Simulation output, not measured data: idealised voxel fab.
Process module heading - voxel transistor to metal
The cross-section on display is named cut; it measures 150 nm wide, and its cells are 5 nm squares.
We lay out every cross-section as a grid of square cells and spell it out in bands from the top down, where one band means one or more rows of cells.
For a band, the entry starts with two heights in nm, that of the top and then that of the bottom, and carries on with the band's materials in order from left to right, each alongside its width in nm; the word "edge to edge" beside a single material means it fills the band edge to edge, and "empty" means empty space.
A quick word on heights: they are counted from 0, and under that level the wafer as it came to us is one material throughout. The lowest band is different from the rest in having no bottom; it simply continues downward, written as in "0 down".
The width entry "30->40" should be interpreted row by row: the top row of cells in the band takes the first number, the bottom row takes the second number, and the change between adjacent rows is uniform throughout.
"remained unchanged" after a step means that no cell of the cross-section changed.
"Listed closed voids": sealed empty spaces, 8 cells or more, no open way to top, listed width x height at distance, with distance from the left edge and width, height and distance in nm.
That trailing text on a step's line, after the settings, is the simulator's own remark on the step.
A step's line can hold "overlay nm"; with a mask on that step, the setting says how far right of the planned place the mask lay, while a negative setting says it lay to the left.

These are the steps we planned for the process:
1 RECEIVE with material Si
2 CONFORMAL_DEP with material SiO2, thk nm 5
3 CONFORMAL_DEP with material SiN, thk nm 10
4 PATTERN with tone cover, mask id ACTIVE, material resist, width nm 95, thk nm 15, overlay nm 0
5 DIRECTIONAL_ETCH with etch materials SiN, depth nm 10
6 DIRECTIONAL_ETCH with etch materials SiO2, depth nm 5
7 DIRECTIONAL_ETCH with etch materials Si, depth nm 25
8 STRIP with etch materials resist
9 OXIDIZE with depth nm 5
10 FILL_DEP with material SiO2, thk nm 10
11 CMP with height nm 15
12 SELECTIVE_ETCH with etch materials SiO2, depth nm 5
13 STRIP with etch materials SiN
14 SELECTIVE_ETCH with etch materials SiO2, depth nm 5
15 OXIDIZE with depth nm 5
16 DIRECTIONAL_DEP with material polySi, thk nm 25
17 DIRECTIONAL_DEP with material SiCN, thk nm 10
18 MASKED_ETCH with tone cover, mask id GATE, width nm 15, etch materials SiCN, depth nm 20, overlay nm 0
19 MASKED_ETCH with tone cover, mask id GATE, width nm 15, etch materials polySi, depth nm 40, overlay nm 0
20 CONFORMAL_DEP with material SiN, thk nm 10
21 DIRECTIONAL_ETCH with etch materials SiN, depth nm 10
22 DIRECTIONAL_ETCH with etch materials SiO2, depth nm 5
23 DIRECTIONAL_ETCH with etch materials Si, depth nm 10
24 EPI with material pSi, thk nm 10
25 FILL_DEP with material SiO2, thk nm 5
26 CMP with height nm 40
27 DIRECTIONAL_DEP with material SiO2, thk nm 15
28 MASKED_ETCH with tone open, mask id CONTACT, width nm 20, pitch nm 65, etch materials SiO2, depth nm 60, overlay nm 0
29 CONFORMAL_DEP with material TiN, thk nm 5
30 FILL_DEP with material Ru, thk nm 5
31 CMP with height nm 55
32 CONFORMAL_DEP with material SiCN, thk nm 5
33 DIRECTIONAL_DEP with material SiO2, thk nm 20
34 PATTERN with tone open, mask id METAL_1, material resist, width nm 20, pitch nm 65, thk nm 15, overlay nm 0
35 DIRECTIONAL_ETCH with etch materials SiO2, depth nm 20
36 DIRECTIONAL_ETCH with etch materials SiCN, depth nm 5
37 STRIP with etch materials resist
38 CONFORMAL_DEP with material TiN, thk nm 5
39 FILL_DEP with material Cu, thk nm 5
40 CMP with height nm 80
41 CONFORMAL_DEP with material SiN, thk nm 5
Heads up: all these wafers start the same, and what changes between them is the thk nm in step 16. The value you see in the plan is just what the first wafer got.

Cross-section of the first of several wafers on receipt, reflecting completion of step 1:
    0 down: Si edge to edge
    Listed closed voids: none

First of several wafers: cross-section at the end of the module, after step 41, its last step:
    85 to 80: SiN edge to edge
    80 to 60: 30 of SiO2, 5 of TiN, 10 of Cu, 5 of TiN, 45 of SiO2, 5 of TiN, 10 of Cu, 5 of TiN, 35 of SiO2
    60 to 55: 30 of SiCN, 20 of TiN, 45 of SiCN, 20 of TiN, 35 of SiCN
    55 to 35: 30 of SiO2, 5 of TiN, 10 of Ru, 5 of TiN, 45 of SiO2, 5 of TiN, 10 of Ru, 5 of TiN, 35 of SiO2
    35 to 25: 30 of SiO2, 5 of TiN, 10 of Ru, 5 of TiN, 5 of SiO2, 10 of SiN, 15 of SiCN, 10 of SiN, 5 of SiO2, 5 of TiN, 10 of Ru, 5 of TiN, 35 of SiO2
    25 to 10: 30 of SiO2, 5 of TiN, 10 of Ru, 5 of TiN, 5 of SiO2, 10 of SiN, 15 of polySi, 10 of SiN, 5 of SiO2, 5 of TiN, 10 of Ru, 5 of TiN, 35 of SiO2
    10 to 5: 30 of SiO2, 5 of TiN, 5 of Ru, 10 of TiN, 5 of SiO2, 10 of SiN, 15 of polySi, 10 of SiN, 5 of SiO2, 10 of TiN, 5 of Ru, 5 of TiN, 35 of SiO2
    5 to 0: 20 of SiO2, 10 of SiN, 5 of TiN, 5 of Ru, 5 of TiN, 10 of pSi, 10 of SiN, 15 of polySi, 10 of SiN, 10 of pSi, 5 of TiN, 5 of Ru, 5 of TiN, 10 of SiN, 25 of SiO2
    0 to -5: 30 of SiO2, 15 of TiN, 10 of pSi, 35 of SiO2, 10 of pSi, 15 of TiN, 35 of SiO2
    -5 to -15: 30 of SiO2, 25 of pSi, 35 of Si, 25 of pSi, 35 of SiO2
    -15 to -30: 30 of SiO2, 85 of Si, 35 of SiO2
    -30 down: Si edge to edge
    Listed closed voids: none

Cross-section, last wafer, module completion:
    85 to 80: SiN edge to edge
    80 to 60: 30 of SiO2, 5 of TiN, 10 of Cu, 5 of TiN, 45 of SiO2, 5 of TiN, 10 of Cu, 5 of TiN, 35 of SiO2
    60 to 55: 30 of SiCN, 20 of TiN, 45 of SiCN, 20 of TiN, 35 of SiCN
    55 to 40: 30 of SiO2, 5 of TiN, 10 of Ru, 5 of TiN, 45 of SiO2, 5 of TiN, 10 of Ru, 5 of TiN, 35 of SiO2
    40 to 10: 30 of SiO2, 5 of TiN, 10 of Ru, 5 of TiN, 5 of SiO2, 10 of SiN, 15 of polySi, 10 of SiN, 5 of SiO2, 5 of TiN, 10 of Ru, 5 of TiN, 35 of SiO2
    10 to 5: 30 of SiO2, 5 of TiN, 5 of Ru, 10 of TiN, 5 of SiO2, 10 of SiN, 15 of polySi, 10 of SiN, 5 of SiO2, 10 of TiN, 5 of Ru, 5 of TiN, 35 of SiO2
    5 to 0: 20 of SiO2, 10 of SiN, 5 of TiN, 5 of Ru, 5 of TiN, 10 of pSi, 10 of SiN, 15 of polySi, 10 of SiN, 10 of pSi, 5 of TiN, 5 of Ru, 5 of TiN, 10 of SiN, 25 of SiO2
    0 to -5: 30 of SiO2, 15 of TiN, 10 of pSi, 35 of SiO2, 10 of pSi, 15 of TiN, 35 of SiO2
    -5 to -15: 30 of SiO2, 25 of pSi, 35 of Si, 25 of pSi, 35 of SiO2
    -15 to -30: 30 of SiO2, 85 of Si, 35 of SiO2
    -30 down: Si edge to edge
    Listed closed voids: none

Note: the following table is arranged by wafer, a row apiece. Each row reports the end-of-module state: per material, cells gained (+) or cells lost (-) compared with the wafer as received; closed voids follow:
thk nm 25, +16 Cu, +40 Ru, -115 Si, +28 SiCN, +62 SiN, +360 SiO2, +76 TiN, +28 pSi, +15 polySi, Listed closed voids: none
thk nm 30, +16 Cu, +40 Ru, -115 Si, +28 SiCN, +66 SiN, +353 SiO2, +76 TiN, +28 pSi, +18 polySi, Listed closed voids: none
thk nm 35, +16 Cu, +40 Ru, -115 Si, +25 SiCN, +66 SiN, +353 SiO2, +76 TiN, +28 pSi, +21 polySi, Listed closed voids: none
thk nm 40, +16 Cu, +40 Ru, -115 Si, +22 SiCN, +66 SiN, +353 SiO2, +76 TiN, +28 pSi, +24 polySi, Listed closed voids: none
